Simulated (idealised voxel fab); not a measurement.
Process module heading - voxel wiring stack
Square cells of 5 nm make up the cross-section cut, whose width is 165 nm.
Each cross-section below is a grid of square cells, stated as bands in top-down order, with one or more rows of cells making up each band. Band entry format. Leading values: height of top, height of bottom, nm. Remainder: materials in left-to-right order, each with its width in nm. Special words: "all across" on a single material, which then fills the band edge to edge; "empty", empty space. For the purposes of this specification, 0 denotes the height below which the wafer in its as-received condition is composed wholly of one material, and the lowermost band, lacking a lower limit, extends downward without end, as expressed in "0..down". Read "30..40" as a graded width: first number on top, second number at the bottom, same change between each pair of neighbouring rows. "no alterations made" for a step: no cell of the cross-section changed in that step. Voids not open to the top, 8 cells minimum: see "Closed cavities". Written width x height at distance; distance is from the left edge; nm. Step line, after settings: the simulator's comment on this step. The setting "overlay nm" may be written on the line of a step. When the step uses a mask, the value reports how far to the right of the planned place the mask lay, and a negative value reports that it lay to the left.

### The process steps that were planned are listed below
step 1: RECEIVE (material Si)
step 2: CONFORMAL_DEP (material SiO2; thk nm 10)
step 3: CONFORMAL_DEP (material SiCN; thk nm 5)
step 4: DIRECTIONAL_DEP (material lowk; thk nm 20)
step 5: MASKED_ETCH (tone open; mask id METAL_1; width nm 20; pitch nm 35; etch materials lowk; depth nm 20; overlay nm 0)
step 6: MASKED_ETCH (tone open; mask id METAL_1; width nm 20; pitch nm 35; etch materials SiCN; depth nm 5; overlay nm 0)
step 7: CONFORMAL_DEP (material TiN; thk nm 5)
step 8: FILL_DEP (material Ru; thk nm 10)
step 9: CMP (height nm 35)
step 10: CONFORMAL_DEP (material SiCN; thk nm 5)
step 11: DIRECTIONAL_DEP (material SiO2; thk nm 35)
step 12: MASKED_ETCH (tone open; mask id METAL_2; width nm 20; pitch nm 35; etch materials SiO2; depth nm 20; overlay nm 0)
step 13: MASKED_ETCH (tone open; mask id METAL_2_HOLES; width nm 15; pitch nm 70; etch materials SiO2; depth nm 15; overlay nm 0)
step 14: MASKED_ETCH (tone open; mask id METAL_2_HOLES; width nm 15; pitch nm 70; etch materials SiCN; depth nm 5; overlay nm 0)
step 15: CONFORMAL_DEP (material TiN; thk nm 5)
step 16: FILL_DEP (material Cu; thk nm 5)
step 17: CMP (height nm 75)
step 18: CONFORMAL_DEP (material SiCN; thk nm 5)

### As-received state of the wafer in cross-section, equivalent to post-step 1
> 0..down = Si all across
> Closed cavities: none

### Final wafer profile in cross-section after the module, from the same start and plan as above, with one mistake made during processing
> 80..75 = SiCN all across
> 75..70 = TiN: 40, Cu: 10, TiN: 25, Cu: 10, TiN: 25, Cu: 10, TiN: 45
> 70..55 = SiO2: 35, TiN: 5, Cu: 10, TiN: 5, SiO2: 15, TiN: 5, Cu: 10, TiN: 5, SiO2: 15, TiN: 5, Cu: 10, TiN: 5, SiO2: 40
> 55..50 = SiO2: 35, TiN: 5, Cu: 5, TiN: 10, SiO2: 15, TiN: 20, SiO2: 15, TiN: 5, Cu: 5, TiN: 10, SiO2: 40
> 50..40 = SiO2: 35, TiN: 5, Cu: 5, TiN: 5, SiO2: 55, TiN: 5, Cu: 5, TiN: 5, SiO2: 45
> 40..35 = SiCN: 35, TiN: 15, SiCN: 55, TiN: 15, SiCN: 45
> 35..15 = lowk: 35, TiN: 5, Ru: 10, TiN: 5, lowk: 15, TiN: 5, Ru: 10, TiN: 5, lowk: 15, TiN: 5, Ru: 10, TiN: 5, lowk: 40
> 15..10 = SiCN: 35, TiN: 20, SiCN: 15, TiN: 20, SiCN: 15, TiN: 20, SiCN: 40
> 10..0 = SiO2 all across
> 0..down = Si all across
> Closed cavities: none
Run error: note that step 11 departed from the planned setting and was carried out as DIRECTIONAL_DEP (material SiO2; thk nm 30)
